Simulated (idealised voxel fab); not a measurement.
The name of this process module is voxel self aligned contacts.
Square cells of 5 nm make up the cross-section cut, whose width is 245 nm.
For the purposes of this document, a cross-section shall be understood as a grid of square cells, specified as bands listed in top-to-bottom order, each band consisting of one or more rows of cells. Look at the band entry: it leads with the top's height and the bottom's height in nm. Then it lists the materials left to right, with a width in nm for each. The word "full width" on a single material says that material fills the band edge to edge. The word "empty" is empty space. All heights in this document are referenced to 0, defined as the level beneath which the wafer, as received, consists entirely of one material. The lowest band is not bounded below; it extends indefinitely downward and is written in the form "0..down". Width: "30 to 40" (first number = top row, second number = bottom row, same change from row to row of cells). Basically "everything unchanged" means that step didn't change any cell in the cross-section. "Cavities, sealed" - sealed voids, min. 8 cells, no opening to top; format: width x height at distance (distance from left edge; nm throughout). That trailing text on a step's line, after the settings, is the simulator's own remark on the step. Each step line may optionally specify "overlay nm", which for a step with a mask gives the rightward distance between the mask's planned place and where it lay, a negative value indicating the leftward direction.
So here's the lineup of process steps we planned
1 RECEIVE with material Si
2 OXIDIZE with depth nm 5
3 DIRECTIONAL_DEP with material polySi, thk nm 30
4 DIRECTIONAL_DEP with material SiN, thk nm 25
5 DIRECTIONAL_DEP with material aC, thk nm 10
6 PATTERN with tone cover, mask id GATE, material resist, width nm 25, pitch nm 65, thk nm 25, overlay nm 0
7 DIRECTIONAL_ETCH with etch materials aC, depth nm 10
8 STRIP with etch materials resist
9 DIRECTIONAL_ETCH with etch materials SiN, depth nm 25
10 DIRECTIONAL_ETCH with etch materials polySi, depth nm 30
11 STRIP with etch materials aC
12 CONFORMAL_DEP with material SiN, thk nm 10
13 DIRECTIONAL_ETCH with etch materials SiN, depth nm 10
14 FILL_DEP with material SiO2, thk nm 20
15 CMP with height nm 65
16 PATTERN with tone open, mask id CONTACT, material resist, width nm 50, thk nm 15, overlay nm -15
17 DIRECTIONAL_ETCH with etch materials SiO2, depth nm 70
18 STRIP with etch materials resist
19 CONFORMAL_DEP with material TiN, thk nm 5
20 FILL_DEP with material W, thk nm 5
21 CMP with height nm 65
22 CONFORMAL_DEP with material SiN, thk nm 5
Don't read the plan's overlay nm for step 16 as applying to every wafer: that's the first wafer's value, and the wafers differ in it, though they all start identical.
Cross-section, first of several wafers, as delivered after step 1
  0..down  Si full width
  Cavities, sealed: none
Once step 22, the last step, is complete, the module is at its end; this is the cross-section of the first of several wafers
  70..65  SiN full width
  65..55  80 nm SiO2, then 5 to 35 nm TiN, then 40 to 10 nm W, then 5 nm TiN, then 115 nm SiO2
  55..30  65 nm SiO2, then 45 nm SiN, then 5 nm TiN, then 10 nm W, then 5 nm TiN, then 45 nm SiN, then 70 nm SiO2
  30..0  65 nm SiO2, then 10 nm SiN, then 25 nm polySi, then 10 nm SiN, then 5 nm TiN, then 10 nm W, then 5 nm TiN, then 10 nm SiN, then 25 nm polySi, then 10 nm SiN, then 70 nm SiO2
  0..-5  110 nm SiO2, then 20 nm TiN, then 115 nm SiO2
  -5..down  Si full width
  Cavities, sealed: none
Cross-section of the final wafer among several, taken at the end of the module
  70..65  SiN full width
  65..55  110 nm SiO2, then 5 nm TiN, then 40 to 10 nm W, then 5 to 35 nm TiN, then 85 nm SiO2
  55..30  65 nm SiO2, then 45 nm SiN, then 5 nm TiN, then 10 nm W, then 5 nm TiN, then 45 nm SiN, then 70 nm SiO2
  30..0  65 nm SiO2, then 10 nm SiN, then 25 nm polySi, then 10 nm SiN, then 5 nm TiN, then 10 nm W, then 5 nm TiN, then 10 nm SiN, then 25 nm polySi, then 10 nm SiN, then 70 nm SiO2
  0..-5  110 nm SiO2, then 20 nm TiN, then 115 nm SiO2
  -5..down  Si full width
  Cavities, sealed: none
Here is how to read the rows: every wafer has a row, and it shows the wafer at the end of the module, giving for each material how many cells were gained (+) or lost (-) since the wafer was received, then listing its closed voids
overlay nm -15 | -49 Si | +187 SiN | +420 SiO2 | +36 TiN | +32 W | +60 polySi | Cavities, sealed: none
overlay nm -10 | -49 Si | +187 SiN | +420 SiO2 | +36 TiN | +32 W | +60 polySi | Cavities, sealed: none
overlay nm -5 | -49 Si | +187 SiN | +420 SiO2 | +36 TiN | +32 W | +60 polySi | Cavities, sealed: none
overlay nm 0 | -49 Si | +187 SiN | +420 SiO2 | +36 TiN | +32 W | +60 polySi | Cavities, sealed: none
overlay nm 5 | -49 Si | +187 SiN | +420 SiO2 | +36 TiN | +32 W | +60 polySi | Cavities, sealed: none
overlay nm 10 | -49 Si | +187 SiN | +420 SiO2 | +36 TiN | +32 W | +60 polySi | Cavities, sealed: none
overlay nm 15 | -49 Si | +187 SiN | +420 SiO2 | +36 TiN | +32 W | +60 polySi | Cavities, sealed: none
